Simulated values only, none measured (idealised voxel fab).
This section sets out a process module, namely voxel lift off.
Displayed cross-section: cut, width of 270 nm, square cells sized 5 nm.
Notation: cross-section as square-cell grid; stated in bands, top first, going down; one or more cell rows per band.
Look at the band entry: it leads with the top's height and the bottom's height in nm. Then it lists the materials left to right, with a width in nm for each. The word "full width" on a single material says that material fills the band edge to edge. The word "empty" is empty space.
Counting heights begins at 0, where everything beneath is, in the wafer as received, one material. The lowest band has no bottom; it goes on downwards, as "from 0 down" shows.
The two numbers in a width such as "30 to 40" mark its ends across the band: the first belongs to the top row of cells, the second to the bottom row, and from each row to the next the width moves by the same amount.
Basically "stayed the same" means that step didn't change any cell in the cross-section.
Reported under the label "Voids lacking openings" are the empty spaces having no open way to the top and comprising 8 cells or more; the notation for each is width x height at distance, in which the distance is measured from the left edge and all three values are in nm.
Whatever follows a step's settings on its line is a remark the simulator itself makes about that step.
For masked steps, "overlay nm" on the step line gives how far right of plan the mask actually lay; a minus sign means it lay to the left.
### plan
1. RECEIVE with material Si
2. CONFORMAL_DEP with material SiO2, thk nm 5
3. PATTERN with tone open, mask id LINES, material resist, width nm 25, pitch nm 50, thk nm 30, overlay nm 0
4. DIRECTIONAL_DEP with material Ru, thk nm 15
5. STRIP with etch materials resist
6. CONFORMAL_DEP with material SiO2, thk nm 10
### first wafer, as planned
### Incoming wafer, cross-sectional view, post step 1
  from 0 down | Si full width
  Voids lacking openings: none
### The wafer in cross-section once step 2 is complete
  from 5 to 0 | SiO2 full width
  Under the height 0 nothing was changed.
### The wafer in cross-section once step 3 is complete
  from 35 to 5 | resist 45 / empty 25 / resist 25 / empty 25 / resist 25 / empty 25 / resist 25 / empty 25 / resist 50
  Under the height 5 nothing was changed.
### The wafer in cross-section once step 4 is complete
  from 50 to 35 | Ru 45 / empty 25 / Ru 25 / empty 25 / Ru 25 / empty 25 / Ru 25 / empty 25 / Ru 50
  from 35 to 20 | resist 45 / empty 25 / resist 25 / empty 25 / resist 25 / empty 25 / resist 25 / empty 25 / resist 50
  from 20 to 5 | resist 45 / Ru 25 / resist 25 / Ru 25 / resist 25 / Ru 25 / resist 25 / Ru 25 / resist 50
  Under the height 5 nothing was changed.
### The wafer in cross-section once step 5 is complete
  from 20 to 5 | empty 45 / Ru 25 / empty 25 / Ru 25 / empty 25 / Ru 25 / empty 25 / Ru 25 / empty 50
  Under the height 5 nothing was changed.
### The wafer in cross-section once step 6 is complete
  from 30 to 20 | empty 35 / SiO2 45 / empty 5 / SiO2 45 / empty 5 / SiO2 45 / empty 5 / SiO2 45 / empty 40
  from 20 to 15 | empty 35 / SiO2 10 / Ru 25 / SiO2 10 / empty 5 / SiO2 10 / Ru 25 / SiO2 10 / empty 5 / SiO2 10 / Ru 25 / SiO2 10 / empty 5 / SiO2 10 / Ru 25 / SiO2 10 / empty 40
  from 15 to 5 | SiO2 45 / Ru 25 / SiO2 25 / Ru 25 / SiO2 25 / Ru 25 / SiO2 25 / Ru 25 / SiO2 50
  Under the height 5 nothing was changed.
### Second wafer. Start and plan as for the first. One mistake made in running. Agrees with the first up to and including step 1
### X-section, second wafer, when step 2 was due to finish
  from 5 to 0 | Ru full width
  Under the height 0 nothing was changed.
### X-section, second wafer, when step 3 was due to finish
  from 35 to 5 | resist 45 / empty 25 / resist 25 / empty 25 / resist 25 / empty 25 / resist 25 / empty 25 / resist 50
  Under the height 5 nothing was changed.
### X-section, second wafer, when step 4 was due to finish
  from 50 to 35 | Ru 45 / empty 25 / Ru 25 / empty 25 / Ru 25 / empty 25 / Ru 25 / empty 25 / Ru 50
  from 35 to 20 | resist 45 / empty 25 / resist 25 / empty 25 / resist 25 / empty 25 / resist 25 / empty 25 / resist 50
  from 20 to 5 | resist 45 / Ru 25 / resist 25 / Ru 25 / resist 25 / Ru 25 / resist 25 / Ru 25 / resist 50
  Under the height 5 nothing was changed.
### X-section, second wafer, when step 5 was due to finish
  from 20 to 5 | empty 45 / Ru 25 / empty 25 / Ru 25 / empty 25 / Ru 25 / empty 25 / Ru 25 / empty 50
  Under the height 5 nothing was changed.
### X-section, second wafer, when step 6 was due to finish
  from 30 to 20 | empty 35 / SiO2 45 / empty 5 / SiO2 45 / empty 5 / SiO2 45 / empty 5 / SiO2 45 / empty 40
  from 20 to 15 | empty 35 / SiO2 10 / Ru 25 / SiO2 10 / empty 5 / SiO2 10 / Ru 25 / SiO2 10 / empty 5 / SiO2 10 / Ru 25 / SiO2 10 / empty 5 / SiO2 10 / Ru 25 / SiO2 10 / empty 40
  from 15 to 5 | SiO2 45 / Ru 25 / SiO2 25 / Ru 25 / SiO2 25 / Ru 25 / SiO2 25 / Ru 25 / SiO2 50
  Under the height 5 nothing was changed.
Deviation from plan: step 2 changed vs plan, executed as CONFORMAL_DEP with material Ru, thk nm 5
Wrapping up, a cell-based count of both wafers puts the second over or under the first for these materials: Ru: 54 more | SiO2: 54 fewer
